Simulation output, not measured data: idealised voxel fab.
Process module name: voxel self aligned contacts
Displayed cross-section: cut, width of 240 nm, square cells sized 5 nm.
Cross-section = grid of square cells, listed top down in bands; band = one or more rows.
It is stipulated that each band's entry specify, in nanometres, the height of the top of the band and then that of its bottom, followed by the materials of the band in left-to-right sequence, each together with its width in nanometres. A single material marked by the word "full width" is understood to fill the band from edge to edge; the word "air" is understood to denote empty space.
It should be noted that heights are counted from 0, beneath which the wafer as supplied is of one material throughout, and that the lowest band possesses no lower boundary but continues downward, as written in "0 nm and below".
Graded width ("30->40"): value in top row of band = first number; value in bottom row = second number; row-to-row change constant.
"no modification" after a step means that no cell of the cross-section changed.
The label "Sealed cavities" introduces a list of the empty spaces, 8 cells or larger, that have no open way up to the top; each entry in it reads width x height at distance, where the distance is taken from the left edge and all three are stated in nm.
Read whatever lies past the settings on a step's line as the simulator's own remark about the step.
overlay nm: on a step with a mask, how far right of its planned place the mask lay; negative means left.
PROCESS STEPS (PLANNED)
1 RECEIVE: material Si
2 OXIDIZE: depth nm 5
3 DIRECTIONAL_DEP: material polySi, thk nm 30
4 DIRECTIONAL_DEP: material SiN, thk nm 20
5 PATTERN: tone cover, mask id GATE, material resist, width nm 35, pitch nm 70, thk nm 15, overlay nm 0
6 DIRECTIONAL_ETCH: etch materials SiN, depth nm 20
7 DIRECTIONAL_ETCH: etch materials polySi, depth nm 30
8 STRIP: etch materials resist
9 CONFORMAL_DEP: material SiN, thk nm 10
10 DIRECTIONAL_ETCH: etch materials SiN, depth nm 10
11 FILL_DEP: material SiO2, thk nm 15
12 CMP: height nm 50
13 DIRECTIONAL_DEP: material aC, thk nm 10
14 PATTERN: tone open, mask id CONTACT, material resist, width nm 55, pitch nm 70, thk nm 30, overlay nm 0
15 DIRECTIONAL_ETCH: etch materials aC, depth nm 10
16 STRIP: etch materials resist
17 DIRECTIONAL_ETCH: etch materials SiO2, depth nm 65
18 STRIP: etch materials aC
19 CONFORMAL_DEP: material TiN, thk nm 5
20 FILL_DEP: material W, thk nm 5
21 CMP: height nm 60
22 CONFORMAL_DEP: material SiCN, thk nm 5
The wafers in this document start out alike and differ in the height nm applied at step 12; the plan shows the value used for the first wafer.
THE FIRST OF SEVERAL WAFERS AS RECEIVED, SHOWN IN CROSS-SECTION; THIS IS ITS STATE AFTER STEP 1
  0 nm and below | Si full width
  Sealed cavities: none
QUICK LOOK AT THE CROSS-SECTION OF THE FIRST OF SEVERAL WAFERS AFTER STEP 22, WHICH WRAPS UP THE MODULE
  65 nm to 60 nm | SiCN full width
  60 nm to 55 nm | W full width
  55 nm to 50 nm | TiN (80) | W (5) | TiN (65) | W (5) | TiN (85)
  50 nm to 30 nm | SiO2 (20) | SiN (55) | TiN (5) | W (5) | TiN (5) | SiN (55) | TiN (5) | W (5) | TiN (5) | SiN (55) | SiO2 (25)
  30 nm to 0 nm | SiO2 (20) | SiN (10) | polySi (35) | SiN (10) | TiN (5) | W (5) | TiN (5) | SiN (10) | polySi (35) | SiN (10) | TiN (5) | W (5) | TiN (5) | SiN (10) | polySi (35) | SiN (10) | SiO2 (25)
  0 nm to -5 nm | SiO2 (75) | TiN (15) | SiO2 (55) | TiN (15) | SiO2 (80)
  -5 nm and below | Si full width
  Sealed cavities: none
LAST WAFER OF THE SET, CROSS-SECTIONED AT END OF MODULE
  65 nm to 60 nm | SiCN full width
  60 nm to 50 nm | SiO2 (55) | TiN (5->25) | W (45->5) | TiN (5->25) | SiO2 (15) | TiN (5->25) | W (45->5) | TiN (5->25) | SiO2 (60)
  50 nm to 30 nm | SiO2 (20) | SiN (55) | TiN (5) | W (5) | TiN (5) | SiN (55) | TiN (5) | W (5) | TiN (5) | SiN (55) | SiO2 (25)
  30 nm to 5 nm | SiO2 (20) | SiN (10) | polySi (35) | SiN (10) | TiN (5) | W (5) | TiN (5) | SiN (10) | polySi (35) | SiN (10) | TiN (5) | W (5) | TiN (5) | SiN (10) | polySi (35) | SiN (10) | SiO2 (25)
  5 nm to 0 nm | SiO2 (20) | SiN (10) | polySi (35) | SiN (10) | TiN (15) | SiN (10) | polySi (35) | SiN (10) | TiN (15) | SiN (10) | polySi (35) | SiN (10) | SiO2 (25)
  0 nm to -5 nm | SiO2 full width
  -5 nm and below | Si full width
  Sealed cavities: none
NOTE: THE FOLLOWING TABLE IS ARRANGED BY WAFER, A ROW APIECE. EACH ROW REPORTS THE END-OF-MODULE STATE: PER MATERIAL, CELLS GAINED (+) OR CELLS LOST (-) COMPARED WITH THE WAFER AS RECEIVED; CLOSED VOIDS FOLLOW
height nm 50; -48 Si; +48 SiCN; +204 SiN; +132 SiO2; +92 TiN; +70 W; +126 polySi; Sealed cavities: none
height nm 55; -48 Si; +48 SiCN; +204 SiN; +158 SiO2; +96 TiN; +40 W; +126 polySi; Sealed cavities: none
height nm 60; -48 Si; +48 SiCN; +204 SiN; +184 SiO2; +70 TiN; +40 W; +126 polySi; Sealed cavities: none
height nm 65; -48 Si; +48 SiCN; +204 SiN; +190 SiO2; +66 TiN; +38 W; +126 polySi; Sealed cavities: none
